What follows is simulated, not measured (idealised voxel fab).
Documented hereafter: the process module known as voxel gate over fins.
Each square cell in cross-section cut measures 5 nm, and the section as a whole is 225 nm wide.
Throughout this document, each cross-section is represented as a grid of square cells and is presented as a sequence of bands enumerated from the top downward, where a band comprises one or more rows of cells.
Each band's line starts with the height of the band's top and of its bottom, in nm. Then come its materials from left to right, each with its width in nm. One material with "everywhere" fills the band from edge to edge. "blank" is empty space.
We count height from 0. Below that, the starting wafer is all one material. The lowest band never ends at the bottom but goes on down; see "0 and below" for how that is written.
Think of "30->40" as a width that walks from the first number to the second as you go down the band, top row to bottom row, taking equal-sized steps from row to row.
Step note "no modification" = no cross-section cell changed.
Empty spaces counting at least 8 cells and having no open way to the top are listed in "Closed cavity list". The notation width x height at distance is used for each, the distance being from the left edge and all three values in nm.
Past the settings on a step's line: simulator remark, on that step.
Among the settings permitted on a step's line is "overlay nm"; applied to a step with a mask, it specifies the extent to which the mask lay to the right of its planned position, whereas a negative figure signifies a position to the left.
### The steps planned for the process are as follows
1. RECEIVE: material Si
2. CONFORMAL_DEP: material SiN, thk nm 10
3. DIRECTIONAL_DEP: material aC, thk nm 15
4. PATTERN: tone cover, mask id FINS, material resist, width nm 15, pitch nm 55, thk nm 35, overlay nm 0
5. DIRECTIONAL_ETCH: etch materials aC, depth nm 15
6. STRIP: etch materials resist
7. DIRECTIONAL_ETCH: etch materials SiN, depth nm 10
8. DIRECTIONAL_ETCH: etch materials Si, depth nm 40
9. STRIP: etch materials aC
10. OXIDIZE: depth nm 5
11. FILL_DEP: material SiO2, thk nm 5
12. CMP: height nm 10
13. DIRECTIONAL_DEP: material aC, thk nm 10
14. PATTERN: tone open, mask id RAIL, material resist, width nm 15, thk nm 30, overlay nm 0
15. DIRECTIONAL_ETCH: etch materials aC, depth nm 10
16. STRIP: etch materials resist
17. DIRECTIONAL_ETCH: etch materials SiO2, depth nm 45
18. STRIP: etch materials aC
19. CONFORMAL_DEP: material TiN, thk nm 5
20. FILL_DEP: material Ru, thk nm 10
21. CMP: height nm 10
22. SELECTIVE_ETCH: etch materials W Ru TiN, depth nm 30
23. FILL_DEP: material SiO2, thk nm 5
24. CMP: height nm 10
25. SELECTIVE_ETCH: etch materials SiO2, depth nm 25
26. STRIP: etch materials SiN
27. CONFORMAL_DEP: material HfO2, thk nm 5
28. CONFORMAL_DEP: material TiN, thk nm 5
29. CONFORMAL_DEP: material TiAl, thk nm 5
30. CONFORMAL_DEP: material TiN, thk nm 5
31. FILL_DEP: material W, thk nm 10
32. CMP: height nm 25
33. CONFORMAL_DEP: material SiCN, thk nm 10
### Cross-section of the wafer upon arrival, representing the state reached after step 1
  0 and below: Si everywhere
  Closed cavity list: none
### Wafer at module end, in section. Began as above, planned as above, run with one mistake
  35 down to 25: SiCN everywhere
  25 down to 20: W everywhere
  20 down to 15: W 50 nm, TiN 45 nm, W 10 nm, TiN 45 nm, W 75 nm
  15 down to 10: W 50 nm, TiN 5 nm, TiAl 35 nm, TiN 5 nm, W 10 nm, TiN 5 nm, TiAl 35 nm, TiN 5 nm, W 75 nm
  10 down to 5: W 50 nm, TiN 5 nm, TiAl 5 nm, TiN 25 nm, TiAl 5 nm, TiN 5 nm, W 10 nm, TiN 5 nm, TiAl 5 nm, TiN 25 nm, TiAl 5 nm, TiN 5 nm, W 75 nm
  5 down to 0: TiN 55 nm, TiAl 5 nm, TiN 5 nm, HfO2 15 nm, TiN 5 nm, TiAl 5 nm, TiN 20 nm, TiAl 5 nm, TiN 5 nm, HfO2 15 nm, TiN 5 nm, TiAl 5 nm, TiN 80 nm
  0 down to -5: TiAl 60 nm, TiN 5 nm, HfO2 5 nm, Si 5 nm, HfO2 5 nm, TiN 5 nm, TiAl 30 nm, TiN 5 nm, HfO2 5 nm, Si 5 nm, HfO2 5 nm, TiN 5 nm, TiAl 85 nm
  -5 down to -10: TiN 65 nm, HfO2 5 nm, Si 5 nm, HfO2 5 nm, TiN 40 nm, HfO2 5 nm, Si 5 nm, HfO2 5 nm, TiN 90 nm
  -10 down to -15: HfO2 70 nm, Si 5 nm, HfO2 50 nm, Si 5 nm, HfO2 95 nm
  -15 down to -20: SiO2 70 nm, Si 5 nm, SiO2 50 nm, Si 5 nm, SiO2 95 nm
  -20 down to -30: SiO2 70 nm, Si 5 nm, SiO2 25 nm, TiN 5 nm, Ru 5 nm, TiN 5 nm, SiO2 10 nm, Si 5 nm, SiO2 95 nm
  -30 down to -35: SiO2 70 nm, Si 5 nm, SiO2 25 nm, TiN 15 nm, SiO2 10 nm, Si 5 nm, SiO2 95 nm
  -35 down to -45: SiO2 70 nm, Si 5 nm, SiO2 50 nm, Si 5 nm, SiO2 95 nm
  -45 and below: Si everywhere
  Closed cavity list: none
The plan and the run diverged here: note that step 4 departed from the planned setting and was carried out as PATTERN: tone cover, mask id FINS, material resist, width nm 15, pitch nm 55, thk nm 35, overlay nm -10
